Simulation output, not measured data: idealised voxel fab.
This is a process module. Its name is voxel local oxidation.
Each square cell in cross-section cut measures 5 nm, and the section as a whole is 240 nm wide.
In this document a cross-section is written as a grid of square cells. It is given as a series of bands, listed from the top down, and a band is one or more rows of cells. The band entry comprises the height of the band's top followed by the height of its bottom, expressed in nm, and subsequently the band's materials from left to right, each stated together with its width in nm. Where a single material is marked with the word "full width", that material fills the band from edge to edge. The word "empty" represents empty space. Height datum 0, below which the as-received substrate wafer is one material. Lowest band open at the bottom, running downward: "0 down". The width entry "30->40" should be interpreted row by row: the top row of cells in the band takes the first number, the bottom row takes the second number, and the change between adjacent rows is uniform throughout. Given "no change" for a step, no cell of the cross-section differs between before and after that step. You'll see "Voids lacking openings" listing empty spaces that have no way open to the top, as long as they're 8 cells or more; the notation is width x height at distance, where the distance is from the left edge, and all of it is in nm. On a step's line, text after the settings is the simulator commenting on that step. "overlay nm" denotes, for a step that has a mask, the displacement of the mask to the right of its planned place, with negative values corresponding to the left.

## Process steps - plan
1: RECEIVE,material Si
2: OXIDIZE,depth nm 5
3: CONFORMAL_DEP,material SiN,thk nm 15
4: MASKED_ETCH,tone cover,mask id ACTIVE,width nm 90,etch materials SiN,depth nm 15,overlay nm 0
5: SELECTIVE_ETCH,etch materials SiO2,depth nm 5
6: OXIDIZE,depth nm 10
7: STRIP,etch materials SiN

## So, the first of our two wafers, run just as we planned it

## Cross-section of the incoming wafer, state after step 1
* 0 down | Si full width
* Voids lacking openings: none

## The following cross-section depicts the wafer upon completion of step 2
* 0 to -5 | SiO2 full width
* Beneath the level -5, the cross-section is identical to its previous state.

## The following cross-section depicts the wafer upon completion of step 3
* 15 to 0 | SiN full width
* Beneath the level 0, the cross-section is identical to its previous state.

## The following cross-section depicts the wafer upon completion of step 4
* 15 to 0 | 75 nm empty | 90 nm SiN | 75 nm empty
* Beneath the level 0, the cross-section is identical to its previous state.

## The following cross-section depicts the wafer upon completion of step 5
* 15 to 0 | 75 nm empty | 90 nm SiN | 75 nm empty
* 0 to -5 | 80 nm empty | 80 nm SiO2 | 80 nm empty
* Beneath the level -5, the cross-section is identical to its previous state.

## The following cross-section depicts the wafer upon completion of step 6
* 15 to 0 | 75 nm empty | 90 nm SiN | 75 nm empty
* 0 to -5 | 80 nm empty | 80 nm SiO2 | 80 nm empty
* -5 to -15 | 90 nm SiO2 | 60 nm Si | 90 nm SiO2
* Beneath the level -15, the cross-section is identical to its previous state.

## The following cross-section depicts the wafer upon completion of step 7
* 0 to -5 | 80 nm empty | 80 nm SiO2 | 80 nm empty
* Beneath the level -5, the cross-section is identical to its previous state.

## The second wafer: identical to the first at the outset and in its planned sequence, differing only in that one mistake was made during processing; up to and including step 3, its path is the first wafer's path

## Second wafer at the planned finish of step 4, seen in cross-section
* 15 to 0 | 85 nm empty | 90 nm SiN | 65 nm empty
* Beneath the level 0, the cross-section is identical to its previous state.

## Second wafer at the planned finish of step 5, seen in cross-section
* 15 to 0 | 85 nm empty | 90 nm SiN | 65 nm empty
* 0 to -5 | 90 nm empty | 80 nm SiO2 | 70 nm empty
* Beneath the level -5, the cross-section is identical to its previous state.

## Second wafer at the planned finish of step 6, seen in cross-section
* 15 to 0 | 85 nm empty | 90 nm SiN | 65 nm empty
* 0 to -5 | 90 nm empty | 80 nm SiO2 | 70 nm empty
* -5 to -15 | 100 nm SiO2 | 60 nm Si | 80 nm SiO2
* Beneath the level -15, the cross-section is identical to its previous state.

## Second wafer at the planned finish of step 7, seen in cross-section
* 0 to -5 | 90 nm empty | 80 nm SiO2 | 70 nm empty
* Beneath the level -5, the cross-section is identical to its previous state.
The mistake made against the process plan was this: note that step 4 departed from the planned setting and was carried out as MASKED_ETCH,tone cover,mask id ACTIVE,width nm 90,etch materials SiN,depth nm 15,overlay nm 10
Final state: per-material cell counts identical on both wafers; locations differ.
